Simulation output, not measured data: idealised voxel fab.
The process module that follows is named voxel transistor to metal.
The figure presents cross-section cut, which has a width of 295 nm and is divided into square cells with an edge length of 5 nm.
In what follows, cross-sections appear as grids of square cells, described through bands that run from the top down, where every band is one or more rows of cells.
Band: top height; bottom height; in nm. Then, left to right: material with width in nm, for each material. "all across": a single material spanning edge to edge. "blank": empty space.
Zero point of the height axis is 0; under it, received wafer = one material. Lowest band: continues down indefinitely, "z 0 and below".
It should be noted that a width expressed as "30->40" varies in equal increments from row to row of cells within the band, taking the value of the first number at the top row and that of the second number at the bottom row.
"no change occurred" (step): cross-section cells unchanged, all of them.
Listed in "Closed void entries": every empty space of 8 or more cells without an open way to the top. Form: width x height at distance, the distance being from the left edge, all in nm.
Whatever follows a step's settings on its line is a remark the simulator itself makes about that step.
On any step carrying a mask, the "overlay nm" setting, if present on the step's line, tells how far right of its planned place the mask lay; negative values point to the left.
-- Here's what the planned process steps look like
| 1 | RECEIVE [material Si] |
| 2 | CONFORMAL_DEP [material SiO2] [thk nm 5] |
| 3 | CONFORMAL_DEP [material SiN] [thk nm 10] |
| 4 | MASKED_ETCH [tone cover] [mask id ACTIVE] [width nm 115] [pitch nm 145] [etch materials SiN] [depth nm 10] [overlay nm 0] |
| 5 | MASKED_ETCH [tone cover] [mask id ACTIVE] [width nm 115] [pitch nm 145] [etch materials SiO2] [depth nm 5] [overlay nm 0] |
| 6 | MASKED_ETCH [tone cover] [mask id ACTIVE] [width nm 115] [pitch nm 145] [etch materials Si] [depth nm 30] [overlay nm 0] |
| 7 | OXIDIZE [depth nm 5] |
| 8 | FILL_DEP [material SiO2] [thk nm 5] |
| 9 | CMP [height nm 15] |
| 10 | SELECTIVE_ETCH [etch materials SiO2] [depth nm 10] |
| 11 | STRIP [etch materials SiN] |
| 12 | SELECTIVE_ETCH [etch materials SiO2] [depth nm 5] |
| 13 | OXIDIZE [depth nm 5] |
| 14 | DIRECTIONAL_DEP [material polySi] [thk nm 25] |
| 15 | DIRECTIONAL_DEP [material SiCN] [thk nm 15] |
| 16 | PATTERN [tone cover] [mask id GATE] [material resist] [width nm 35] [pitch nm 145] [thk nm 15] [overlay nm 0] |
| 17 | DIRECTIONAL_ETCH [etch materials SiCN] [depth nm 25] |
| 18 | DIRECTIONAL_ETCH [etch materials polySi] [depth nm 35] |
| 19 | STRIP [etch materials resist] |
| 20 | CONFORMAL_DEP [material SiO2] [thk nm 5] |
| 21 | DIRECTIONAL_ETCH [etch materials SiO2] [depth nm 5] |
| 22 | CONFORMAL_DEP [material SiN] [thk nm 5] |
| 23 | DIRECTIONAL_ETCH [etch materials SiN] [depth nm 5] |
| 24 | DIRECTIONAL_ETCH [etch materials SiO2] [depth nm 5] |
| 25 | EPI [material pSi] [thk nm 5] |
| 26 | FILL_DEP [material SiO2] [thk nm 10] |
| 27 | CMP [height nm 25] |
| 28 | STRIP [etch materials polySi] |
| 29 | SELECTIVE_ETCH [etch materials SiO2] [depth nm 5] |
| 30 | CONFORMAL_DEP [material HfO2] [thk nm 5] |
| 31 | CONFORMAL_DEP [material TiN] [thk nm 5] |
| 32 | FILL_DEP [material W] [thk nm 10] |
| 33 | CMP [height nm 20] |
| 34 | DIRECTIONAL_DEP [material SiO2] [thk nm 15] |
| 35 | PATTERN [tone open] [mask id CONTACT] [material resist] [width nm 15] [thk nm 15] [overlay nm 0] |
| 36 | DIRECTIONAL_ETCH [etch materials SiO2] [depth nm 35] |
| 37 | STRIP [etch materials resist] |
| 38 | CONFORMAL_DEP [material TiN] [thk nm 5] |
| 39 | FILL_DEP [material W] [thk nm 5] |
| 40 | CMP [height nm 35] |
| 41 | CONFORMAL_DEP [material SiN] [thk nm 5] |
| 42 | DIRECTIONAL_DEP [material lowk] [thk nm 15] |
| 43 | MASKED_ETCH [tone open] [mask id METAL_1] [width nm 15] [etch materials lowk] [depth nm 15] [overlay nm 0] |
| 44 | MASKED_ETCH [tone open] [mask id METAL_1] [width nm 15] [etch materials SiN] [depth nm 5] [overlay nm 0] |
| 45 | CONFORMAL_DEP [material TiN] [thk nm 5] |
| 46 | FILL_DEP [material Ru] [thk nm 5] |
| 47 | CMP [height nm 55] |
| 48 | EPI [material Ru] [thk nm 5] |
| 49 | FILL_DEP [material SiCN] [thk nm 5] |
| 50 | DIRECTIONAL_DEP [material SiO2] [thk nm 35] |
| 51 | MASKED_ETCH [tone open] [mask id METAL_2] [width nm 15] [pitch nm 145] [etch materials SiO2] [depth nm 20] [overlay nm 0] |
| 52 | PATTERN [tone open] [mask id METAL_2_HOLES] [material resist] [width nm 15] [pitch nm 145] [thk nm 15] [overlay nm 0] |
| 53 | DIRECTIONAL_ETCH [etch materials SiO2] [depth nm 15] |
| 54 | DIRECTIONAL_ETCH [etch materials SiCN] [depth nm 5] |
| 55 | STRIP [etch materials resist] |
| 56 | CONFORMAL_DEP [material TiN] [thk nm 5] |
| 57 | FILL_DEP [material Cu] [thk nm 10] |
| 58 | CMP [height nm 100] |
| 59 | CONFORMAL_DEP [material SiCN] [thk nm 5] |
-- Concerning the first of two wafers, which was run in accordance with the plan
-- So this is the incoming wafer in cross-section - it's already been through step 1
    z 0 and below  Si all across
    Closed void entries: none
-- After step 2, in cross-section
    z 5 to 0  SiO2 all across
    below 0: unchanged
-- After step 3, in cross-section
    z 15 to 5  SiN all across
    below 5: unchanged
-- After step 4, in cross-section
    z 15 to 5  15 blank, 115 SiN, 30 blank, 115 SiN, 20 blank
    below 5: unchanged
-- After step 5, in cross-section
    z 15 to 5  15 blank, 115 SiN, 30 blank, 115 SiN, 20 blank
    z 5 to 0  15 blank, 115 SiO2, 30 blank, 115 SiO2, 20 blank
    below 0: unchanged
-- After step 6, in cross-section
    z 15 to 5  15 blank, 115 SiN, 30 blank, 115 SiN, 20 blank
    z 5 to 0  15 blank, 115 SiO2, 30 blank, 115 SiO2, 20 blank
    z 0 to -30  15 blank, 115 Si, 30 blank, 115 Si, 20 blank
    below -30: unchanged
-- After step 7, in cross-section
    z 15 to 5  15 blank, 115 SiN, 30 blank, 115 SiN, 20 blank
    z 5 to 0  15 blank, 115 SiO2, 30 blank, 115 SiO2, 20 blank
    z 0 to -30  15 blank, 5 SiO2, 105 Si, 5 SiO2, 30 blank, 5 SiO2, 105 Si, 5 SiO2, 20 blank
    z -30 to -35  20 SiO2, 105 Si, 40 SiO2, 105 Si, 25 SiO2
    below -35: unchanged
-- After step 8, in cross-section
    z 20 to 15  SiO2 all across
    z 15 to 5  15 SiO2, 115 SiN, 30 SiO2, 115 SiN, 20 SiO2
    z 5 to 0  SiO2 all across
    z 0 to -35  20 SiO2, 105 Si, 40 SiO2, 105 Si, 25 SiO2
    below -35: unchanged
-- After step 9, in cross-section
    z 15 to 5  15 SiO2, 115 SiN, 30 SiO2, 115 SiN, 20 SiO2
    below 5: unchanged
-- After step 10, in cross-section
    z 15 to 5  15 blank, 115 SiN, 30 blank, 115 SiN, 20 blank
    below 5: unchanged
-- After step 11, in cross-section
    z 5 to 0  SiO2 all across
    below 0: unchanged
-- After step 12, in cross-section
    z 0 to -35  20 SiO2, 105 Si, 40 SiO2, 105 Si, 25 SiO2
    below -35: unchanged
-- After step 13, in cross-section
    z 0 to -5  SiO2 all across
    below -5: unchanged
-- After step 14, in cross-section
    z 25 to 0  polySi all across
    below 0: unchanged
-- After step 15, in cross-section
    z 40 to 25  SiCN all across
    below 25: unchanged
-- After step 16, in cross-section
    z 55 to 40  55 blank, 35 resist, 110 blank, 35 resist, 60 blank
    below 40: unchanged
-- After step 17, in cross-section
    z 55 to 40  55 blank, 35 resist, 110 blank, 35 resist, 60 blank
    z 40 to 25  55 blank, 35 SiCN, 110 blank, 35 SiCN, 60 blank
    below 25: unchanged
-- After step 18, in cross-section
    z 55 to 40  55 blank, 35 resist, 110 blank, 35 resist, 60 blank
    z 40 to 25  55 blank, 35 SiCN, 110 blank, 35 SiCN, 60 blank
    z 25 to 0  55 blank, 35 polySi, 110 blank, 35 polySi, 60 blank
    below 0: unchanged
-- After step 19, in cross-section
    z 40 to 25  55 blank, 35 SiCN, 110 blank, 35 SiCN, 60 blank
    below 25: unchanged
-- After step 20, in cross-section
    z 45 to 40  50 blank, 45 SiO2, 100 blank, 45 SiO2, 55 blank
    z 40 to 25  50 blank, 5 SiO2, 35 SiCN, 5 SiO2, 100 blank, 5 SiO2, 35 SiCN, 5 SiO2, 55 blank
    z 25 to 5  50 blank, 5 SiO2, 35 polySi, 5 SiO2, 100 blank, 5 SiO2, 35 polySi, 5 SiO2, 55 blank
    z 5 to 0  55 SiO2, 35 polySi, 110 SiO2, 35 polySi, 60 SiO2
    below 0: unchanged
-- After step 21, in cross-section
    z 40 to 25  50 blank, 5 SiO2, 35 SiCN, 5 SiO2, 100 blank, 5 SiO2, 35 SiCN, 5 SiO2, 55 blank
    z 25 to 0  50 blank, 5 SiO2, 35 polySi, 5 SiO2, 100 blank, 5 SiO2, 35 polySi, 5 SiO2, 55 blank
    below 0: unchanged
-- After step 22, in cross-section
    z 45 to 40  45 blank, 55 SiN, 90 blank, 55 SiN, 50 blank
    z 40 to 25  45 blank, 5 SiN, 5 SiO2, 35 SiCN, 5 SiO2, 5 SiN, 90 blank, 5 SiN, 5 SiO2, 35 SiCN, 5 SiO2, 5 SiN, 50 blank
    z 25 to 5  45 blank, 5 SiN, 5 SiO2, 35 polySi, 5 SiO2, 5 SiN, 90 blank, 5 SiN, 5 SiO2, 35 polySi, 5 SiO2, 5 SiN, 50 blank
    z 5 to 0  50 SiN, 5 SiO2, 35 polySi, 5 SiO2, 100 SiN, 5 SiO2, 35 polySi, 5 SiO2, 55 SiN
    below 0: unchanged
-- After step 23, in cross-section
    z 40 to 25  45 blank, 5 SiN, 5 SiO2, 35 SiCN, 5 SiO2, 5 SiN, 90 blank, 5 SiN, 5 SiO2, 35 SiCN, 5 SiO2, 5 SiN, 50 blank
    z 25 to 0  45 blank, 5 SiN, 5 SiO2, 35 polySi, 5 SiO2, 5 SiN, 90 blank, 5 SiN, 5 SiO2, 35 polySi, 5 SiO2, 5 SiN, 50 blank
    below 0: unchanged
-- After step 24, in cross-section
    z 40 to 35  45 blank, 5 SiN, 5 blank, 35 SiCN, 5 blank, 5 SiN, 90 blank, 5 SiN, 5 blank, 35 SiCN, 5 blank, 5 SiN, 50 blank
    z 35 to 25  45 blank, 5 SiN, 5 SiO2, 35 SiCN, 5 SiO2, 5 SiN, 90 blank, 5 SiN, 5 SiO2, 35 SiCN, 5 SiO2, 5 SiN, 50 blank
    z 25 to 0  45 blank, 5 SiN, 5 SiO2, 35 polySi, 5 SiO2, 5 SiN, 90 blank, 5 SiN, 5 SiO2, 35 polySi, 5 SiO2, 5 SiN, 50 blank
    z 0 to -5  45 blank, 55 SiO2, 90 blank, 55 SiO2, 50 blank
    below -5: unchanged
-- After step 25, in cross-section
    z 40 to 35  45 blank, 5 SiN, 5 blank, 35 SiCN, 5 blank, 5 SiN, 90 blank, 5 SiN, 5 blank, 35 SiCN, 5 blank, 5 SiN, 50 blank
    z 35 to 25  45 blank, 5 SiN, 5 SiO2, 35 SiCN, 5 SiO2, 5 SiN, 90 blank, 5 SiN, 5 SiO2, 35 SiCN, 5 SiO2, 5 SiN, 50 blank
    z 25 to 0  45 blank, 5 SiN, 5 SiO2, 35 polySi, 5 SiO2, 5 SiN, 90 blank, 5 SiN, 5 SiO2, 35 polySi, 5 SiO2, 5 SiN, 50 blank
    z 0 to -5  15 blank, 30 pSi, 55 SiO2, 30 pSi, 30 blank, 30 pSi, 55 SiO2, 30 pSi, 20 blank
    below -5: unchanged
-- After step 26, in cross-section
    z 50 to 40  SiO2 all across
    z 40 to 25  45 SiO2, 5 SiN, 5 SiO2, 35 SiCN, 5 SiO2, 5 SiN, 90 SiO2, 5 SiN, 5 SiO2, 35 SiCN, 5 SiO2, 5 SiN, 50 SiO2
    z 25 to 0  45 SiO2, 5 SiN, 5 SiO2, 35 polySi, 5 SiO2, 5 SiN, 90 SiO2, 5 SiN, 5 SiO2, 35 polySi, 5 SiO2, 5 SiN, 50 SiO2
    z 0 to -5  15 SiO2, 30 pSi, 55 SiO2, 30 pSi, 30 SiO2, 30 pSi, 55 SiO2, 30 pSi, 20 SiO2
    below -5: unchanged
-- After step 27, in cross-section
    z 25 to 0  45 SiO2, 5 SiN, 5 SiO2, 35 polySi, 5 SiO2, 5 SiN, 90 SiO2, 5 SiN, 5 SiO2, 35 polySi, 5 SiO2, 5 SiN, 50 SiO2
    below 0: unchanged
-- After step 28, in cross-section
    z 25 to 0  45 SiO2, 5 SiN, 5 SiO2, 35 blank, 5 SiO2, 5 SiN, 90 SiO2, 5 SiN, 5 SiO2, 35 blank, 5 SiO2, 5 SiN, 50 SiO2
    below 0: unchanged
-- After step 29, in cross-section
    z 25 to 20  45 blank, 5 SiN, 45 blank, 5 SiN, 90 blank, 5 SiN, 45 blank, 5 SiN, 50 blank
    z 20 to 0  45 SiO2, 5 SiN, 45 blank, 5 SiN, 90 SiO2, 5 SiN, 45 blank, 5 SiN, 50 SiO2
    z 0 to -5  15 SiO2, 30 pSi, 5 SiO2, 45 blank, 5 SiO2, 30 pSi, 30 SiO2, 30 pSi, 5 SiO2, 45 blank, 5 SiO2, 30 pSi, 20 SiO2
    below -5: unchanged
-- After step 30, in cross-section
    z 30 to 25  40 blank, 15 HfO2, 35 blank, 15 HfO2, 80 blank, 15 HfO2, 35 blank, 15 HfO2, 45 blank
    z 25 to 20  45 HfO2, 5 SiN, 5 HfO2, 35 blank, 5 HfO2, 5 SiN, 90 HfO2, 5 SiN, 5 HfO2, 35 blank, 5 HfO2, 5 SiN, 50 HfO2
    z 20 to 0  45 SiO2, 5 SiN, 5 HfO2, 35 blank, 5 HfO2, 5 SiN, 90 SiO2, 5 SiN, 5 HfO2, 35 blank, 5 HfO2, 5 SiN, 50 SiO2
    z 0 to -5  15 SiO2, 30 pSi, 5 SiO2, 45 HfO2, 5 SiO2, 30 pSi, 30 SiO2, 30 pSi, 5 SiO2, 45 HfO2, 5 SiO2, 30 pSi, 20 SiO2
    below -5: unchanged
-- After step 31, in cross-section
    z 35 to 30  35 blank, 25 TiN, 25 blank, 25 TiN, 70 blank, 25 TiN, 25 blank, 25 TiN, 40 blank
    z 30 to 25  40 TiN, 15 HfO2, 5 TiN, 25 blank, 5 TiN, 15 HfO2, 80 TiN, 15 HfO2, 5 TiN, 25 blank, 5 TiN, 15 HfO2, 45 TiN
    z 25 to 20  45 HfO2, 5 SiN, 5 HfO2, 5 TiN, 25 blank, 5 TiN, 5 HfO2, 5 SiN, 90 HfO2, 5 SiN, 5 HfO2, 5 TiN, 25 blank, 5 TiN, 5 HfO2, 5 SiN, 50 HfO2
    z 20 to 5  45 SiO2, 5 SiN, 5 HfO2, 5 TiN, 25 blank, 5 TiN, 5 HfO2, 5 SiN, 90 SiO2, 5 SiN, 5 HfO2, 5 TiN, 25 blank, 5 TiN, 5 HfO2, 5 SiN, 50 SiO2
    z 5 to 0  45 SiO2, 5 SiN, 5 HfO2, 35 TiN, 5 HfO2, 5 SiN, 90 SiO2, 5 SiN, 5 HfO2, 35 TiN, 5 HfO2, 5 SiN, 50 SiO2
    below 0: unchanged
-- After step 32, in cross-section
    z 45 to 35  W all across
    z 35 to 30  35 W, 25 TiN, 25 W, 25 TiN, 70 W, 25 TiN, 25 W, 25 TiN, 40 W
    z 30 to 25  40 TiN, 15 HfO2, 5 TiN, 25 W, 5 TiN, 15 HfO2, 80 TiN, 15 HfO2, 5 TiN, 25 W, 5 TiN, 15 HfO2, 45 TiN
    z 25 to 20  45 HfO2, 5 SiN, 5 HfO2, 5 TiN, 25 W, 5 TiN, 5 HfO2, 5 SiN, 90 HfO2, 5 SiN, 5 HfO2, 5 TiN, 25 W, 5 TiN, 5 HfO2, 5 SiN, 50 HfO2
    z 20 to 5  45 SiO2, 5 SiN, 5 HfO2, 5 TiN, 25 W, 5 TiN, 5 HfO2, 5 SiN, 90 SiO2, 5 SiN, 5 HfO2, 5 TiN, 25 W, 5 TiN, 5 HfO2, 5 SiN, 50 SiO2
    below 5: unchanged
-- After step 33, in cross-section
    z 20 to 5  45 SiO2, 5 SiN, 5 HfO2, 5 TiN, 25 W, 5 TiN, 5 HfO2, 5 SiN, 90 SiO2, 5 SiN, 5 HfO2, 5 TiN, 25 W, 5 TiN, 5 HfO2, 5 SiN, 50 SiO2
    below 5: unchanged
-- After step 34, in cross-section
    z 35 to 20  SiO2 all across
    below 20: unchanged
-- After step 35, in cross-section
    z 50 to 35  20 resist, 15 blank, 75 resist, 15 blank, 40 resist, 15 blank, 75 resist, 15 blank, 25 resist
    below 35: unchanged
-- After step 36, in cross-section
    z 50 to 35  20 resist, 15 blank, 75 resist, 15 blank, 40 resist, 15 blank, 75 resist, 15 blank, 25 resist
    z 35 to 20  20 SiO2, 15 blank, 75 SiO2, 15 blank, 40 SiO2, 15 blank, 75 SiO2, 15 blank, 25 SiO2
    z 20 to 5  20 SiO2, 15 blank, 10 SiO2, 5 SiN, 5 HfO2, 5 TiN, 25 W, 5 TiN, 5 HfO2, 5 SiN, 10 SiO2, 15 blank, 40 SiO2, 15 blank, 10 SiO2, 5 SiN, 5 HfO2, 5 TiN, 25 W, 5 TiN, 5 HfO2, 5 SiN, 10 SiO2, 15 blank, 25 SiO2
    z 5 to 0  20 SiO2, 15 blank, 10 SiO2, 5 SiN, 5 HfO2, 35 TiN, 5 HfO2, 5 SiN, 10 SiO2, 15 blank, 40 SiO2, 15 blank, 10 SiO2, 5 SiN, 5 HfO2, 35 TiN, 5 HfO2, 5 SiN, 10 SiO2, 15 blank, 25 SiO2
    below 0: unchanged
-- After step 37, in cross-section
    z 35 to 20  20 SiO2, 15 blank, 75 SiO2, 15 blank, 40 SiO2, 15 blank, 75 SiO2, 15 blank, 25 SiO2
    below 20: unchanged
-- After step 38, in cross-section
    z 40 to 35  25 TiN, 5 blank, 85 TiN, 5 blank, 50 TiN, 5 blank, 85 TiN, 5 blank, 30 TiN
    z 35 to 20  20 SiO2, 5 TiN, 5 blank, 5 TiN, 75 SiO2, 5 TiN, 5 blank, 5 TiN, 40 SiO2, 5 TiN, 5 blank, 5 TiN, 75 SiO2, 5 TiN, 5 blank, 5 TiN, 25 SiO2
    z 20 to 5  20 SiO2, 5 TiN, 5 blank, 5 TiN, 10 SiO2, 5 SiN, 5 HfO2, 5 TiN, 25 W, 5 TiN, 5 HfO2, 5 SiN, 10 SiO2, 5 TiN, 5 blank, 5 TiN, 40 SiO2, 5 TiN, 5 blank, 5 TiN, 10 SiO2, 5 SiN, 5 HfO2, 5 TiN, 25 W, 5 TiN, 5 HfO2, 5 SiN, 10 SiO2, 5 TiN, 5 blank, 5 TiN, 25 SiO2
    z 5 to 0  20 SiO2, 15 TiN, 10 SiO2, 5 SiN, 5 HfO2, 35 TiN, 5 HfO2, 5 SiN, 10 SiO2, 15 TiN, 40 SiO2, 15 TiN, 10 SiO2, 5 SiN, 5 HfO2, 35 TiN, 5 HfO2, 5 SiN, 10 SiO2, 15 TiN, 25 SiO2
    below 0: unchanged
-- After step 39, in cross-section
    z 45 to 40  W all across
    z 40 to 35  25 TiN, 5 W, 85 TiN, 5 W, 50 TiN, 5 W, 85 TiN, 5 W, 30 TiN
    z 35 to 20  20 SiO2, 5 TiN, 5 W, 5 TiN, 75 SiO2, 5 TiN, 5 W, 5 TiN, 40 SiO2, 5 TiN, 5 W, 5 TiN, 75 SiO2, 5 TiN, 5 W, 5 TiN, 25 SiO2
    z 20 to 5  20 SiO2, 5 TiN, 5 W, 5 TiN, 10 SiO2, 5 SiN, 5 HfO2, 5 TiN, 25 W, 5 TiN, 5 HfO2, 5 SiN, 10 SiO2, 5 TiN, 5 W, 5 TiN, 40 SiO2, 5 TiN, 5 W, 5 TiN, 10 SiO2, 5 SiN, 5 HfO2, 5 TiN, 25 W, 5 TiN, 5 HfO2, 5 SiN, 10 SiO2, 5 TiN, 5 W, 5 TiN, 25 SiO2
    below 5: unchanged
-- After step 40, in cross-section
    z 35 to 20  20 SiO2, 5 TiN, 5 W, 5 TiN, 75 SiO2, 5 TiN, 5 W, 5 TiN, 40 SiO2, 5 TiN, 5 W, 5 TiN, 75 SiO2, 5 TiN, 5 W, 5 TiN, 25 SiO2
    below 20: unchanged
-- After step 41, in cross-section
    z 40 to 35  SiN all across
    below 35: unchanged
-- After step 42, in cross-section
    z 55 to 40  lowk all across
    below 40: unchanged
-- After step 43, in cross-section
    z 55 to 40  20 lowk, 15 blank, 75 lowk, 15 blank, 40 lowk, 15 blank, 75 lowk, 15 blank, 25 lowk
    below 40: unchanged
-- After step 44, in cross-section
    z 55 to 40  20 lowk, 15 blank, 75 lowk, 15 blank, 40 lowk, 15 blank, 75 lowk, 15 blank, 25 lowk
    z 40 to 35  20 SiN, 15 blank, 75 SiN, 15 blank, 40 SiN, 15 blank, 75 SiN, 15 blank, 25 SiN
    below 35: unchanged
-- After step 45, in cross-section
    z 60 to 55  25 TiN, 5 blank, 85 TiN, 5 blank, 50 TiN, 5 blank, 85 TiN, 5 blank, 30 TiN
    z 55 to 40  20 lowk, 5 TiN, 5 blank, 5 TiN, 75 lowk, 5 TiN, 5 blank, 5 TiN, 40 lowk, 5 TiN, 5 blank, 5 TiN, 75 lowk, 5 TiN, 5 blank, 5 TiN, 25 lowk
    z 40 to 35  20 SiN, 15 TiN, 75 SiN, 15 TiN, 40 SiN, 15 TiN, 75 SiN, 15 TiN, 25 SiN
    below 35: unchanged
-- After step 46, in cross-section
    z 65 to 60  Ru all across
    z 60 to 55  25 TiN, 5 Ru, 85 TiN, 5 Ru, 50 TiN, 5 Ru, 85 TiN, 5 Ru, 30 TiN
    z 55 to 40  20 lowk, 5 TiN, 5 Ru, 5 TiN, 75 lowk, 5 TiN, 5 Ru, 5 TiN, 40 lowk, 5 TiN, 5 Ru, 5 TiN, 75 lowk, 5 TiN, 5 Ru, 5 TiN, 25 lowk
    below 40: unchanged
-- After step 47, in cross-section
    z 55 to 40  20 lowk, 5 TiN, 5 Ru, 5 TiN, 75 lowk, 5 TiN, 5 Ru, 5 TiN, 40 lowk, 5 TiN, 5 Ru, 5 TiN, 75 lowk, 5 TiN, 5 Ru, 5 TiN, 25 lowk
    below 40: unchanged
-- After step 48, in cross-section
    z 60 to 55  15 blank, 25 Ru, 65 blank, 25 Ru, 30 blank, 25 Ru, 65 blank, 25 Ru, 20 blank
    below 55: unchanged
-- After step 49, in cross-section
    z 65 to 60  SiCN all across
    z 60 to 55  15 SiCN, 25 Ru, 65 SiCN, 25 Ru, 30 SiCN, 25 Ru, 65 SiCN, 25 Ru, 20 SiCN
    below 55: unchanged
-- After step 50, in cross-section
    z 100 to 65  SiO2 all across
    below 65: unchanged
-- After step 51, in cross-section
    z 100 to 80  20 SiO2, 15 blank, 130 SiO2, 15 blank, 115 SiO2
    below 80: unchanged
-- After step 52, in cross-section
    z 115 to 100  20 resist, 15 blank, 130 resist, 15 blank, 115 resist
    below 100: unchanged
-- After step 53, in cross-section
    z 115 to 100  20 resist, 15 blank, 130 resist, 15 blank, 115 resist
    z 100 to 65  20 SiO2, 15 blank, 130 SiO2, 15 blank, 115 SiO2
    below 65: unchanged
-- After step 54, in cross-section
    z 115 to 100  20 resist, 15 blank, 130 resist, 15 blank, 115 resist
    z 100 to 65  20 SiO2, 15 blank, 130 SiO2, 15 blank, 115 SiO2
    z 65 to 60  20 SiCN, 15 blank, 130 SiCN, 15 blank, 115 SiCN
    below 60: unchanged
-- After step 55, in cross-section
    z 100 to 65  20 SiO2, 15 blank, 130 SiO2, 15 blank, 115 SiO2
    below 65: unchanged
-- After step 56, in cross-section
    z 105 to 100  25 TiN, 5 blank, 140 TiN, 5 blank, 120 TiN
    z 100 to 65  20 SiO2, 5 TiN, 5 blank, 5 TiN, 130 SiO2, 5 TiN, 5 blank, 5 TiN, 115 SiO2
    z 65 to 60  20 SiCN, 15 TiN, 130 SiCN, 15 TiN, 115 SiCN
    below 60: unchanged
-- After step 57, in cross-section
    z 115 to 105  Cu all across
    z 105 to 100  25 TiN, 5 Cu, 140 TiN, 5 Cu, 120 TiN
    z 100 to 65  20 SiO2, 5 TiN, 5 Cu, 5 TiN, 130 SiO2, 5 TiN, 5 Cu, 5 TiN, 115 SiO2
    below 65: unchanged
-- After step 58, in cross-section
    z 100 to 65  20 SiO2, 5 TiN, 5 Cu, 5 TiN, 130 SiO2, 5 TiN, 5 Cu, 5 TiN, 115 SiO2
    below 65: unchanged
-- After step 59, in cross-section
    z 105 to 100  SiCN all across
    below 100: unchanged
-- Wafer two. Same start, same plan, one slip in execution. Same as wafer one through step 48, inclusive
Cross-sectional representation of the second wafer at the time designated in the plan for the completion of step 49: no change occurred
-- Cross-sectional representation of the second wafer at the time designated in the plan for the completion of step 50
    z 95 to 90  15 blank, 25 SiO2, 65 blank, 25 SiO2, 30 blank, 25 SiO2, 65 blank, 25 SiO2, 20 blank
    z 90 to 60  SiO2 all across
    z 60 to 55  15 SiO2, 25 Ru, 65 SiO2, 25 Ru, 30 SiO2, 25 Ru, 65 SiO2, 25 Ru, 20 SiO2
    below 55: unchanged
-- Cross-sectional representation of the second wafer at the time designated in the plan for the completion of step 51
    z 95 to 90  15 blank, 5 SiO2, 15 blank, 5 SiO2, 65 blank, 25 SiO2, 30 blank, 5 SiO2, 15 blank, 5 SiO2, 65 blank, 25 SiO2, 20 blank
    z 90 to 75  20 SiO2, 15 blank, 130 SiO2, 15 blank, 115 SiO2
    below 75: unchanged
-- Cross-sectional representation of the second wafer at the time designated in the plan for the completion of step 52
    z 110 to 95  20 resist, 15 blank, 130 resist, 15 blank, 115 resist
    z 95 to 90  15 resist, 5 SiO2, 15 blank, 5 SiO2, 65 resist, 25 SiO2, 30 resist, 5 SiO2, 15 blank, 5 SiO2, 65 resist, 25 SiO2, 20 resist
    below 90: unchanged
-- Cross-sectional representation of the second wafer at the time designated in the plan for the completion of step 53
    z 110 to 95  20 resist, 15 blank, 130 resist, 15 blank, 115 resist
    z 95 to 90  15 resist, 5 SiO2, 15 blank, 5 SiO2, 65 resist, 25 SiO2, 30 resist, 5 SiO2, 15 blank, 5 SiO2, 65 resist, 25 SiO2, 20 resist
    z 90 to 60  20 SiO2, 15 blank, 130 SiO2, 15 blank, 115 SiO2
    below 60: unchanged
Cross-sectional representation of the second wafer at the time designated in the plan for the completion of step 54: no change occurred
-- Cross-sectional representation of the second wafer at the time designated in the plan for the completion of step 55
    z 95 to 90  15 blank, 5 SiO2, 15 blank, 5 SiO2, 65 blank, 25 SiO2, 30 blank, 5 SiO2, 15 blank, 5 SiO2, 65 blank, 25 SiO2, 20 blank
    below 90: unchanged
-- Cross-sectional representation of the second wafer at the time designated in the plan for the completion of step 56
    z 100 to 95  10 blank, 15 TiN, 5 blank, 15 TiN, 55 blank, 35 TiN, 20 blank, 15 TiN, 5 blank, 15 TiN, 55 blank, 35 TiN, 15 blank
    z 95 to 90  15 TiN, 5 SiO2, 5 TiN, 5 blank, 5 TiN, 5 SiO2, 65 TiN, 25 SiO2, 30 TiN, 5 SiO2, 5 TiN, 5 blank, 5 TiN, 5 SiO2, 65 TiN, 25 SiO2, 20 TiN
    z 90 to 65  20 SiO2, 5 TiN, 5 blank, 5 TiN, 130 SiO2, 5 TiN, 5 blank, 5 TiN, 115 SiO2
    z 65 to 60  20 SiO2, 15 TiN, 130 SiO2, 15 TiN, 115 SiO2
    below 60: unchanged
-- Cross-sectional representation of the second wafer at the time designated in the plan for the completion of step 57
    z 110 to 100  Cu all across
    z 100 to 95  10 Cu, 15 TiN, 5 Cu, 15 TiN, 55 Cu, 35 TiN, 20 Cu, 15 TiN, 5 Cu, 15 TiN, 55 Cu, 35 TiN, 15 Cu
    z 95 to 90  15 TiN, 5 SiO2, 5 TiN, 5 Cu, 5 TiN, 5 SiO2, 65 TiN, 25 SiO2, 30 TiN, 5 SiO2, 5 TiN, 5 Cu, 5 TiN, 5 SiO2, 65 TiN, 25 SiO2, 20 TiN
    z 90 to 65  20 SiO2, 5 TiN, 5 Cu, 5 TiN, 130 SiO2, 5 TiN, 5 Cu, 5 TiN, 115 SiO2
    below 65: unchanged
-- Cross-sectional representation of the second wafer at the time designated in the plan for the completion of step 58
    z 100 to 95  10 Cu, 15 TiN, 5 Cu, 15 TiN, 55 Cu, 35 TiN, 20 Cu, 15 TiN, 5 Cu, 15 TiN, 55 Cu, 35 TiN, 15 Cu
    below 95: unchanged
-- Cross-sectional representation of the second wafer at the time designated in the plan for the completion of step 59
    z 105 to 100  SiCN all across
    below 100: unchanged
Want to know what went wrong? plan step 49 skipped
FYI, end of process, the second wafer has more or fewer cells of some materials than the first: Cu +31, SiCN -92, TiN +61
